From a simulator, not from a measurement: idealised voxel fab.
The process module presented herein is designated voxel capacitor over wiring.
Section cut is 160 nm wide and gridded with 5 nm square cells.
Each cross-section below is a grid of square cells, stated as bands in top-down order, with one or more rows of cells making up each band. For a band, the entry starts with two heights in nm, that of the top and then that of the bottom, and carries on with the band's materials in order from left to right, each alongside its width in nm; the word "edge to edge" beside a single material means it fills the band edge to edge, and "blank" means empty space. Height reference: 0 = level under which incoming wafer is all one material. Lowest band: no bottom, runs on downward, e.g. "0 -> down". When a width is written as two numbers, as in "30 to 40", the first number is the width in the top row of cells of the band and the second is the width in its bottom row, and the width changes by the same amount from each row to the next. Step note "left unchanged" = no cross-section cell changed. For the entry "Enclosed void catalog", the listed items are empty spaces with no open way to the top whose size is 8 cells or more; each item follows the pattern width x height at distance, where distance is from the left edge and all three are in nm. Note: text after step settings on the step line = simulator remark on that step. Among the settings permitted on a step's line is "overlay nm"; applied to a step with a mask, it specifies the extent to which the mask lay to the right of its planned position, whereas a negative figure signifies a position to the left.
The steps planned for the process are as follows
| 1 | RECEIVE [material Si] |
| 2 | CONFORMAL_DEP [material SiO2] [thk nm 15] |
| 3 | DIRECTIONAL_DEP [material TiN] [thk nm 5] |
| 4 | DIRECTIONAL_DEP [material W] [thk nm 20] |
| 5 | DIRECTIONAL_DEP [material aC] [thk nm 15] |
| 6 | PATTERN [tone cover] [mask id METAL_1] [material resist] [width nm 30] [pitch nm 95] [thk nm 30] [overlay nm 0] |
| 7 | DIRECTIONAL_ETCH [etch materials aC] [depth nm 15] |
| 8 | STRIP [etch materials resist] |
| 9 | DIRECTIONAL_ETCH [etch materials W] [depth nm 20] |
| 10 | DIRECTIONAL_ETCH [etch materials TiN] [depth nm 5] |
| 11 | STRIP [etch materials aC] |
| 12 | FILL_DEP [material lowk] [thk nm 10] |
| 13 | CMP [height nm 40] |
| 14 | CONFORMAL_DEP [material SiCN] [thk nm 5] |
| 15 | DIRECTIONAL_DEP [material SiO2] [thk nm 20] |
| 16 | PATTERN [tone open] [mask id PLUG_1] [material resist] [width nm 15] [thk nm 15] [overlay nm 0] |
| 17 | DIRECTIONAL_ETCH [etch materials SiO2] [depth nm 20] |
| 18 | DIRECTIONAL_ETCH [etch materials SiCN] [depth nm 5] |
| 19 | STRIP [etch materials resist] |
| 20 | CONFORMAL_DEP [material TiN] [thk nm 5] |
| 21 | FILL_DEP [material Cu] [thk nm 10] |
| 22 | CMP [height nm 65] |
| 23 | DIRECTIONAL_DEP [material TiN] [thk nm 10] |
| 24 | DIRECTIONAL_DEP [material SiN] [thk nm 5] |
| 25 | DIRECTIONAL_DEP [material TiN] [thk nm 5] |
| 26 | PATTERN [tone cover] [mask id UPPER_PLATE] [material resist] [width nm 70] [thk nm 15] [overlay nm 0] |
| 27 | DIRECTIONAL_ETCH [etch materials TiN] [depth nm 5] |
| 28 | DIRECTIONAL_ETCH [etch materials SiN] [depth nm 5] |
| 29 | STRIP [etch materials resist] |
| 30 | PATTERN [tone cover] [mask id LOWER_PLATE] [material resist] [width nm 80] [thk nm 15] [overlay nm 0] |
| 31 | DIRECTIONAL_ETCH [etch materials TiN] [depth nm 10] |
| 32 | STRIP [etch materials resist] |
| 33 | FILL_DEP [material SiO2] [thk nm 20] |
| 34 | CMP [height nm 100] |
| 35 | MASKED_ETCH [tone open] [mask id PLUG_2] [width nm 15] [etch materials SiO2] [depth nm 15] [overlay nm 0] |
| 36 | CONFORMAL_DEP [material TiN] [thk nm 5] |
| 37 | FILL_DEP [material Ru] [thk nm 10] |
| 38 | CMP [height nm 100] |
| 39 | CONFORMAL_DEP [material SiCN] [thk nm 5] |
Cross-sectional view of the wafer in its as-received condition, corresponding to the state after step 1
  0 -> down: Si edge to edge
  Enclosed void catalog: none
First of two wafers at the end of the module, shown in cross-section; run carried out as planned
  105 -> 100: SiCN edge to edge
  100 -> 90: 40 of SiO2  5 of TiN  5 of Ru  5 of TiN  105 of SiO2
  90 -> 80: 40 to 30 of SiO2  15 to 70 of TiN  105 to 60 of SiO2
  80 -> 75: 30 of SiO2  70 of SiN  60 of SiO2
  75 -> 65: 25 of SiO2  80 of TiN  55 of SiO2
  65 -> 45: 30 of SiO2  5 of TiN  5 of Cu  5 of TiN  115 of SiO2
  45 -> 40: 30 of SiCN  15 of TiN  115 of SiCN
  40 -> 20: 15 of lowk  30 of W  65 of lowk  30 of W  20 of lowk
  20 -> 15: 15 of lowk  30 of TiN  65 of lowk  30 of TiN  20 of lowk
  15 -> 0: SiO2 edge to edge
  0 -> down: Si edge to edge
  Enclosed void catalog: none
Presented here is a cross-section of the second of the two wafers as it stood at the end of the module. It was started in the same manner and assigned the same plan as the first wafer; however, one mistake was made in its execution
  105 -> 100: SiCN edge to edge
  100 -> 90: 40 of SiO2  5 of TiN  5 of Ru  5 of TiN  105 of SiO2
  90 -> 80: 40 to 30 of SiO2  15 to 70 of TiN  105 to 60 of SiO2
  80 -> 75: 30 of SiO2  70 of SiN  60 of SiO2
  75 -> 65: 25 of SiO2  80 of TiN  55 of SiO2
  65 -> 45: 30 of SiO2  5 of TiN  5 of Cu  5 of TiN  115 of SiO2
  45 -> 40: 30 of SiCN  15 of TiN  115 of SiCN
  40 -> 35: 15 of lowk  30 of W  65 of lowk  30 of W  20 of lowk
  35 -> 30: 15 of lowk  30 of TiN  65 of lowk  30 of TiN  20 of lowk
  30 -> 0: SiO2 edge to edge
  0 -> down: Si edge to edge
  Enclosed void catalog: none
Short version of what went wrong: twice over, step 2 of the plan was run
End of process, cell counts, second wafer against first, materials with more or fewer: SiO2: 96 more, W: 36 fewer, lowk: 60 fewer
